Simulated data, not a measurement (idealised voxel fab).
A process module follows: voxel self aligned contacts.
Cross-section cut: width 160 nm, square cells of 5 nm.
Throughout this document, each cross-section is represented as a grid of square cells and is presented as a sequence of bands enumerated from the top downward, where a band comprises one or more rows of cells. The entry gives the band's vertical extent as a top height and a bottom height in nm, then its horizontal make-up as materials from left to right, each with a width in nm. "empty" stands for empty space; a single material marked "edge to edge" fills the band edge to edge. Counting heights begins at 0, where everything beneath is, in the wafer as received, one material. The lowest band has no bottom; it goes on downwards, as "z 0 and below" shows. The width entry "30->40" should be interpreted row by row: the top row of cells in the band takes the first number, the bottom row takes the second number, and the change between adjacent rows is uniform throughout. "remained unchanged" (step): cross-section cells unchanged, all of them. Enclosed voids (no open way to top), threshold 8 cells or more, entry "Closed void list", notation width x height at distance, distance from left edge, nm. Heads up: the bit after the settings on a step's line is the simulator's remark on that step. "overlay nm" denotes, for a step that has a mask, the displacement of the mask to the right of its planned place, with negative values corresponding to the left.

# Intended process steps
1) RECEIVE: material Si
2) CONFORMAL_DEP: material SiO2, thk nm 5
3) DIRECTIONAL_DEP: material polySi, thk nm 20
4) DIRECTIONAL_DEP: material SiN, thk nm 15
5) DIRECTIONAL_DEP: material aC, thk nm 15
6) PATTERN: tone cover, mask id GATE, material resist, width nm 30, pitch nm 65, thk nm 30, overlay nm 0
7) DIRECTIONAL_ETCH: etch materials aC, depth nm 15
8) STRIP: etch materials resist
9) DIRECTIONAL_ETCH: etch materials SiN, depth nm 15
10) DIRECTIONAL_ETCH: etch materials polySi, depth nm 20
11) STRIP: etch materials aC
12) CONFORMAL_DEP: material SiN, thk nm 5
13) DIRECTIONAL_ETCH: etch materials SiN, depth nm 5
14) FILL_DEP: material SiO2, thk nm 15
15) CMP: height nm 45
16) DIRECTIONAL_DEP: material aC, thk nm 15
17) PATTERN: tone open, mask id CONTACT, material resist, width nm 45, thk nm 30, overlay nm 0
18) DIRECTIONAL_ETCH: etch materials aC, depth nm 15
19) STRIP: etch materials resist
20) DIRECTIONAL_ETCH: etch materials SiO2, depth nm 45
21) STRIP: etch materials aC
22) CONFORMAL_DEP: material TiN, thk nm 5
23) FILL_DEP: material W, thk nm 10
24) CMP: height nm 45
25) CONFORMAL_DEP: material SiCN, thk nm 5

# First of two wafers - as planned

# Incoming wafer in cross-section (state: after step 1)
z 0 and below = Si edge to edge
Closed void list: none

# Wafer section view after processing step 2
z 5 to 0 = SiO2 edge to edge
Heights below 0 show no change.

# Wafer section view after processing step 3
z 25 to 5 = polySi edge to edge
Heights below 5 show no change.

# Wafer section view after processing step 4
z 40 to 25 = SiN edge to edge
Heights below 25 show no change.

# Wafer section view after processing step 5
z 55 to 40 = aC edge to edge
Heights below 40 show no change.

# Wafer section view after processing step 6
z 85 to 55 = 30 empty | 30 resist | 35 empty | 30 resist | 35 empty
Heights below 55 show no change.

# Wafer section view after processing step 7
z 70 to 55 = 30 empty | 30 resist | 35 empty | 30 resist | 35 empty
z 55 to 40 = 30 empty | 30 aC | 35 empty | 30 aC | 35 empty
Heights below 40 show no change.

# Wafer section view after processing step 8
z 55 to 40 = 30 empty | 30 aC | 35 empty | 30 aC | 35 empty
Heights below 40 show no change.

# Wafer section view after processing step 9
z 55 to 40 = 30 empty | 30 aC | 35 empty | 30 aC | 35 empty
z 40 to 25 = 30 empty | 30 SiN | 35 empty | 30 SiN | 35 empty
Heights below 25 show no change.

# Wafer section view after processing step 10
z 55 to 40 = 30 empty | 30 aC | 35 empty | 30 aC | 35 empty
z 40 to 25 = 30 empty | 30 SiN | 35 empty | 30 SiN | 35 empty
z 25 to 5 = 30 empty | 30 polySi | 35 empty | 30 polySi | 35 empty
Heights below 5 show no change.

# Wafer section view after processing step 11
z 40 to 25 = 30 empty | 30 SiN | 35 empty | 30 SiN | 35 empty
Heights below 25 show no change.

# Wafer section view after processing step 12
z 45 to 25 = 25 empty | 40 SiN | 25 empty | 40 SiN | 30 empty
z 25 to 10 = 25 empty | 5 SiN | 30 polySi | 5 SiN | 25 empty | 5 SiN | 30 polySi | 5 SiN | 30 empty
z 10 to 5 = 30 SiN | 30 polySi | 35 SiN | 30 polySi | 35 SiN
Heights below 5 show no change.

# Wafer section view after processing step 13
z 40 to 25 = 25 empty | 40 SiN | 25 empty | 40 SiN | 30 empty
z 25 to 5 = 25 empty | 5 SiN | 30 polySi | 5 SiN | 25 empty | 5 SiN | 30 polySi | 5 SiN | 30 empty
Heights below 5 show no change.

# Wafer section view after processing step 14
z 55 to 40 = SiO2 edge to edge
z 40 to 25 = 25 SiO2 | 40 SiN | 25 SiO2 | 40 SiN | 30 SiO2
z 25 to 5 = 25 SiO2 | 5 SiN | 30 polySi | 5 SiN | 25 SiO2 | 5 SiN | 30 polySi | 5 SiN | 30 SiO2
Heights below 5 show no change.

# Wafer section view after processing step 15
z 45 to 40 = SiO2 edge to edge
Heights below 40 show no change.

# Wafer section view after processing step 16
z 60 to 45 = aC edge to edge
Heights below 45 show no change.

# Wafer section view after processing step 17
z 90 to 60 = 55 resist | 45 empty | 60 resist
Heights below 60 show no change.

# Wafer section view after processing step 18
z 75 to 60 = 55 resist | 45 empty | 60 resist
z 60 to 45 = 55 aC | 45 empty | 60 aC
Heights below 45 show no change.

# Wafer section view after processing step 19
z 60 to 45 = 55 aC | 45 empty | 60 aC
Heights below 45 show no change.

# Wafer section view after processing step 20
z 60 to 45 = 55 aC | 45 empty | 60 aC
z 45 to 40 = 55 SiO2 | 45 empty | 60 SiO2
z 40 to 25 = 25 SiO2 | 40 SiN | 25 empty | 40 SiN | 30 SiO2
z 25 to 5 = 25 SiO2 | 5 SiN | 30 polySi | 5 SiN | 25 empty | 5 SiN | 30 polySi | 5 SiN | 30 SiO2
z 5 to 0 = 65 SiO2 | 25 empty | 70 SiO2
Heights below 0 show no change.

# Wafer section view after processing step 21
z 45 to 40 = 55 SiO2 | 45 empty | 60 SiO2
Heights below 40 show no change.

# Wafer section view after processing step 22
z 50 to 45 = 60 TiN | 35 empty | 65 TiN
z 45 to 40 = 55 SiO2 | 15 TiN | 15 empty | 15 TiN | 60 SiO2
z 40 to 25 = 25 SiO2 | 40 SiN | 5 TiN | 15 empty | 5 TiN | 40 SiN | 30 SiO2
z 25 to 5 = 25 SiO2 | 5 SiN | 30 polySi | 5 SiN | 5 TiN | 15 empty | 5 TiN | 5 SiN | 30 polySi | 5 SiN | 30 SiO2
z 5 to 0 = 65 SiO2 | 25 TiN | 70 SiO2
Heights below 0 show no change.

# Wafer section view after processing step 23
z 60 to 50 = W edge to edge
z 50 to 45 = 60 TiN | 35 W | 65 TiN
z 45 to 40 = 55 SiO2 | 15 TiN | 15 W | 15 TiN | 60 SiO2
z 40 to 25 = 25 SiO2 | 40 SiN | 5 TiN | 15 W | 5 TiN | 40 SiN | 30 SiO2
z 25 to 5 = 25 SiO2 | 5 SiN | 30 polySi | 5 SiN | 5 TiN | 15 W | 5 TiN | 5 SiN | 30 polySi | 5 SiN | 30 SiO2
Heights below 5 show no change.

# Wafer section view after processing step 24
z 45 to 40 = 55 SiO2 | 15 TiN | 15 W | 15 TiN | 60 SiO2
Heights below 40 show no change.

# Wafer section view after processing step 25
z 50 to 45 = SiCN edge to edge
Heights below 45 show no change.

# second wafer: like start, like plan, one mistake. Through step 5 it matches the first wafer

# Second wafer shown in cross-section at the time step 6 was slated to end
z 85 to 55 = 30 resist | 30 empty | 35 resist | 30 empty | 35 resist
Heights below 55 show no change.

# Second wafer shown in cross-section at the time step 7 was slated to end
z 70 to 55 = 30 resist | 30 empty | 35 resist | 30 empty | 35 resist
z 55 to 40 = 30 aC | 30 empty | 35 aC | 30 empty | 35 aC
Heights below 40 show no change.

# Second wafer shown in cross-section at the time step 8 was slated to end
z 55 to 40 = 30 aC | 30 empty | 35 aC | 30 empty | 35 aC
Heights below 40 show no change.

# Second wafer shown in cross-section at the time step 9 was slated to end
z 55 to 40 = 30 aC | 30 empty | 35 aC | 30 empty | 35 aC
z 40 to 25 = 30 SiN | 30 empty | 35 SiN | 30 empty | 35 SiN
Heights below 25 show no change.

# Second wafer shown in cross-section at the time step 10 was slated to end
z 55 to 40 = 30 aC | 30 empty | 35 aC | 30 empty | 35 aC
z 40 to 25 = 30 SiN | 30 empty | 35 SiN | 30 empty | 35 SiN
z 25 to 5 = 30 polySi | 30 empty | 35 polySi | 30 empty | 35 polySi
Heights below 5 show no change.

# Second wafer shown in cross-section at the time step 11 was slated to end
z 40 to 25 = 30 SiN | 30 empty | 35 SiN | 30 empty | 35 SiN
Heights below 25 show no change.

# Second wafer shown in cross-section at the time step 12 was slated to end
z 45 to 25 = 35 SiN | 20 empty | 45 SiN | 20 empty | 40 SiN
z 25 to 10 = 30 polySi | 5 SiN | 20 empty | 5 SiN | 35 polySi | 5 SiN | 20 empty | 5 SiN | 35 polySi
z 10 to 5 = 30 polySi | 30 SiN | 35 polySi | 30 SiN | 35 polySi
Heights below 5 show no change.

# Second wafer shown in cross-section at the time step 13 was slated to end
z 40 to 25 = 35 SiN | 20 empty | 45 SiN | 20 empty | 40 SiN
z 25 to 5 = 30 polySi | 5 SiN | 20 empty | 5 SiN | 35 polySi | 5 SiN | 20 empty | 5 SiN | 35 polySi
Heights below 5 show no change.

# Second wafer shown in cross-section at the time step 14 was slated to end
z 55 to 40 = SiO2 edge to edge
z 40 to 25 = 35 SiN | 20 SiO2 | 45 SiN | 20 SiO2 | 40 SiN
z 25 to 5 = 30 polySi | 5 SiN | 20 SiO2 | 5 SiN | 35 polySi | 5 SiN | 20 SiO2 | 5 SiN | 35 polySi
Heights below 5 show no change.

# Second wafer shown in cross-section at the time step 15 was slated to end
z 45 to 40 = SiO2 edge to edge
Heights below 40 show no change.

# Second wafer shown in cross-section at the time step 16 was slated to end
z 60 to 45 = aC edge to edge
Heights below 45 show no change.

# Second wafer shown in cross-section at the time step 17 was slated to end
z 90 to 60 = 55 resist | 45 empty | 60 resist
Heights below 60 show no change.

# Second wafer shown in cross-section at the time step 18 was slated to end
z 75 to 60 = 55 resist | 45 empty | 60 resist
z 60 to 45 = 55 aC | 45 empty | 60 aC
Heights below 45 show no change.

# Second wafer shown in cross-section at the time step 19 was slated to end
z 60 to 45 = 55 aC | 45 empty | 60 aC
Heights below 45 show no change.

# Second wafer shown in cross-section at the time step 20 was slated to end
z 60 to 45 = 55 aC | 45 empty | 60 aC
z 45 to 40 = 55 SiO2 | 45 empty | 60 SiO2
Heights below 40 show no change.

# Second wafer shown in cross-section at the time step 21 was slated to end
z 45 to 40 = 55 SiO2 | 45 empty | 60 SiO2
Heights below 40 show no change.

# Second wafer shown in cross-section at the time step 22 was slated to end
z 50 to 45 = 60 TiN | 35 empty | 65 TiN
z 45 to 40 = 55 SiO2 | 45 TiN | 60 SiO2
Heights below 40 show no change.

# Second wafer shown in cross-section at the time step 23 was slated to end
z 60 to 50 = W edge to edge
z 50 to 45 = 60 TiN | 35 W | 65 TiN
Heights below 45 show no change.

# Second wafer shown in cross-section at the time step 24 was slated to end
z 45 to 40 = 55 SiO2 | 45 TiN | 60 SiO2
Heights below 40 show no change.

# Second wafer shown in cross-section at the time step 25 was slated to end
z 50 to 45 = SiCN edge to edge
Heights below 45 show no change.
What broke from the plan during processing? step 6 changed vs plan, executed as PATTERN: tone open, mask id GATE, material resist, width nm 30, pitch nm 65, thk nm 30, overlay nm 0
Heads up, by the end the second wafer has more or fewer cells of some materials compared to the first: SiN: 24 more; SiO2: 16 fewer; TiN: 16 fewer; W: 24 fewer; polySi: 32 more
